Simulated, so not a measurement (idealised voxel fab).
A process module follows: voxel local oxidation.
The width of the displayed cross-section, cut, is 240 nm; its cells are square, with a size of 5 nm.
Each cross-section below is a grid of square cells, stated as bands in top-down order, with one or more rows of cells making up each band.
Heights first: top, then bottom, in nm. Then materials, left to right, each with a width in nm. "everywhere" on a single material: fills the band edge to edge. "air": empty space.
Height is counted from the level 0, under which the received wafer is composed throughout of one material. The lowest of the bands is not closed at the bottom but continues downward, in the notation "0..down".
The width entry "30->40" should be interpreted row by row: the top row of cells in the band takes the first number, the bottom row takes the second number, and the change between adjacent rows is uniform throughout.
"nothing got changed" after a step means that no cell of the cross-section changed.
"Enclosed voids" contains a list of empty spaces, each no smaller than 8 cells and without an open way to the top, written in the form width x height at distance with the distance from the left edge and all three in nm.
Step line, after settings: the simulator's comment on this step.
The line of a step may include "overlay nm". On a step with a mask, this value is how far to the right of its planned place the mask lay. A negative value means the mask lay to the left.
## The steps planned for the process are as follows
| 1 | RECEIVE (material Si) |
| 2 | CONFORMAL_DEP (material SiO2; thk nm 5) |
| 3 | CONFORMAL_DEP (material SiN; thk nm 10) |
| 4 | DIRECTIONAL_DEP (material aC; thk nm 15) |
| 5 | PATTERN (tone cover; mask id ACTIVE; material resist; width nm 90; thk nm 35; overlay nm 0) |
| 6 | DIRECTIONAL_ETCH (etch materials aC; depth nm 15) |
| 7 | STRIP (etch materials resist) |
| 8 | DIRECTIONAL_ETCH (etch materials SiN; depth nm 10) |
| 9 | STRIP (etch materials aC) |
| 10 | SELECTIVE_ETCH (etch materials SiO2; depth nm 5) |
| 11 | OXIDIZE (depth nm 15) |
| 12 | STRIP (etch materials SiN) |
## First wafer of two (run as planned)
## As received (post step 1): cross-section
  0..down = Si everywhere
  Enclosed voids: none
## After step 2, in cross-section
  5..0 = SiO2 everywhere
  Whatever lies below 0 is exactly as it was before.
## After step 3, in cross-section
  15..5 = SiN everywhere
  Whatever lies below 5 is exactly as it was before.
## After step 4, in cross-section
  30..15 = aC everywhere
  Whatever lies below 15 is exactly as it was before.
## After step 5, in cross-section
  65..30 = 75 nm air, 90 nm resist, 75 nm air
  Whatever lies below 30 is exactly as it was before.
## After step 6, in cross-section
  50..30 = 75 nm air, 90 nm resist, 75 nm air
  30..15 = 75 nm air, 90 nm aC, 75 nm air
  Whatever lies below 15 is exactly as it was before.
## After step 7, in cross-section
  30..15 = 75 nm air, 90 nm aC, 75 nm air
  Whatever lies below 15 is exactly as it was before.
## After step 8, in cross-section
  30..15 = 75 nm air, 90 nm aC, 75 nm air
  15..5 = 75 nm air, 90 nm SiN, 75 nm air
  Whatever lies below 5 is exactly as it was before.
## After step 9, in cross-section
  15..5 = 75 nm air, 90 nm SiN, 75 nm air
  Whatever lies below 5 is exactly as it was before.
## After step 10, in cross-section
  15..5 = 75 nm air, 90 nm SiN, 75 nm air
  5..0 = 80 nm air, 80 nm SiO2, 80 nm air
  Whatever lies below 0 is exactly as it was before.
## After step 11, in cross-section
  15..5 = 75 nm air, 90 nm SiN, 75 nm air
  5..0 = 80 nm air, 80 nm SiO2, 80 nm air
  0..-15 = 95 nm SiO2, 50 nm Si, 95 nm SiO2
  Whatever lies below -15 is exactly as it was before.
## After step 12, in cross-section
  5..0 = 80 nm air, 80 nm SiO2, 80 nm air
  Whatever lies below 0 is exactly as it was before.
## Second wafer, same starting state and plan as the first, one mistake in the run, identical through step 3
## Cross-sectional view of the second wafer at the intended end time of process step 4
  30..15 = SiO2 everywhere
  Whatever lies below 15 is exactly as it was before.
## Cross-sectional view of the second wafer at the intended end time of process step 5
  65..30 = 75 nm air, 90 nm resist, 75 nm air
  Whatever lies below 30 is exactly as it was before.
## Cross-sectional view of the second wafer at the intended end time of process step 6
  50..30 = 75 nm air, 90 nm resist, 75 nm air
  Whatever lies below 30 is exactly as it was before.
## Cross-sectional view of the second wafer at the intended end time of process step 7
  30..15 = SiO2 everywhere
  Whatever lies below 15 is exactly as it was before.
Cross-sectional view of the second wafer at the intended end time of process step 8: nothing got changed
Cross-sectional view of the second wafer at the intended end time of process step 9: nothing got changed
## Cross-sectional view of the second wafer at the intended end time of process step 10
  25..15 = SiO2 everywhere
  Whatever lies below 15 is exactly as it was before.
Cross-sectional view of the second wafer at the intended end time of process step 11: nothing got changed
Cross-sectional view of the second wafer at the intended end time of process step 12: nothing got changed
what went wrong: step 4 ran as: DIRECTIONAL_DEP (material SiO2; thk nm 15)
Final tally in cells, some materials are higher or lower on the second wafer than on the first: 114 more of Si; 96 more of SiN; 14 more of SiO2
